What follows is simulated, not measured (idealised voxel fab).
process module | voxel self aligned contacts
cross-section cut | 250 nm wide | cells 5 nm
A cross-section is a grid of square cells, given in bands from the top down. A band is one or more rows of cells.
Each band's line starts with the height of the band's top and of its bottom, in nm. Then come its materials from left to right, each with its width in nm. One material with "throughout" fills the band from edge to edge. "air" is empty space.
Height 0 is the level under which the wafer as received is all one material. The lowest band goes on downwards, as in "0 down".
A width such as "30 to 40" changes by the same amount from each row of cells to the next, from the band's top row to its bottom row.
"no change" after a step means that no cell of the cross-section changed.
closed voids: empty space of 8 cells or more with no open way to the top, each as width x height at its distance from the left edge, in nm
after a step's settings: what the simulator itself notes on the step
overlay nm, on a step with a mask: how far to the right of its planned place the mask lay; to the left if negative
plan
1 op RECEIVE | material Si
2 op CONFORMAL_DEP | material SiO2 | thk nm 5
3 op DIRECTIONAL_DEP | material polySi | thk nm 20
4 op DIRECTIONAL_DEP | material SiN | thk nm 20
5 op DIRECTIONAL_DEP | material aC | thk nm 15
6 op PATTERN | tone cover | mask id GATE | material resist | width nm 35 | pitch nm 70 | thk nm 35 | overlay nm 0
7 op DIRECTIONAL_ETCH | etch materials aC | depth nm 15
8 op STRIP | etch materials resist
9 op DIRECTIONAL_ETCH | etch materials SiN | depth nm 20
10 op DIRECTIONAL_ETCH | etch materials polySi | depth nm 20
11 op STRIP | etch materials aC
12 op CONFORMAL_DEP | material SiN | thk nm 5
13 op DIRECTIONAL_ETCH | etch materials SiN | depth nm 5
14 op FILL_DEP | material SiO2 | thk nm 10
15 op CMP | height nm 50
16 op DIRECTIONAL_DEP | material aC | thk nm 15
17 op PATTERN | tone open | mask id CONTACT | material resist | width nm 45 | thk nm 30 | overlay nm 0
18 op DIRECTIONAL_ETCH | etch materials aC | depth nm 15
19 op STRIP | etch materials resist
20 op DIRECTIONAL_ETCH | etch materials SiO2 | depth nm 50
21 op STRIP | etch materials aC
22 op CONFORMAL_DEP | material TiN | thk nm 5
23 op FILL_DEP | material W | thk nm 10
24 op CMP | height nm 50
25 op CONFORMAL_DEP | material SiCN | thk nm 5
varied across the wafers: width nm of step 17. The plan shows the first wafer's value. All wafers start alike
first wafer as received, after step 1
  0 down: Si throughout
  closed voids: none
first wafer at the end, after step 25
  55 to 50: SiCN throughout
  50 to 45: SiO2 100 | TiN 15 | W 15 | TiN 15 | SiO2 105
  45 to 25: SiO2 65 | SiN 45 | TiN 5 | W 15 | TiN 5 | SiN 45 | SiO2 70
  25 to 5: SiO2 65 | SiN 5 | polySi 35 | SiN 5 | TiN 5 | W 15 | TiN 5 | SiN 5 | polySi 35 | SiN 5 | SiO2 70
  5 to 0: SiO2 110 | TiN 25 | SiO2 115
  0 down: Si throughout
  closed voids: none
last wafer at the end
  55 to 50: SiCN throughout
  50 to 45: SiO2 90 | TiN 25 | W 15 | TiN 30 | SiO2 90
  45 to 25: SiO2 65 | SiN 45 | TiN 5 | W 15 | TiN 5 | SiN 45 | SiO2 70
  25 to 5: SiO2 65 | SiN 5 | polySi 35 | SiN 5 | TiN 5 | W 15 | TiN 5 | SiN 5 | polySi 35 | SiN 5 | SiO2 70
  5 to 0: SiO2 110 | TiN 25 | SiO2 115
  0 down: Si throughout
  closed voids: none
each wafer at the end: cells of each material gained (+) or lost (-) since it was received, then its closed voids
width nm 45 | +50 SiCN | +88 SiN | +302 SiO2 | +27 TiN | +27 W | +56 polySi | closed voids: none
width nm 50 | +50 SiCN | +88 SiN | +301 SiO2 | +28 TiN | +27 W | +56 polySi | closed voids: none
width nm 55 | +50 SiCN | +88 SiN | +300 SiO2 | +29 TiN | +27 W | +56 polySi | closed voids: none
width nm 60 | +50 SiCN | +88 SiN | +299 SiO2 | +30 TiN | +27 W | +56 polySi | closed voids: none
width nm 65 | +50 SiCN | +88 SiN | +298 SiO2 | +31 TiN | +27 W | +56 polySi | closed voids: none
width nm 70 | +50 SiCN | +88 SiN | +297 SiO2 | +32 TiN | +27 W | +56 polySi | closed voids: none
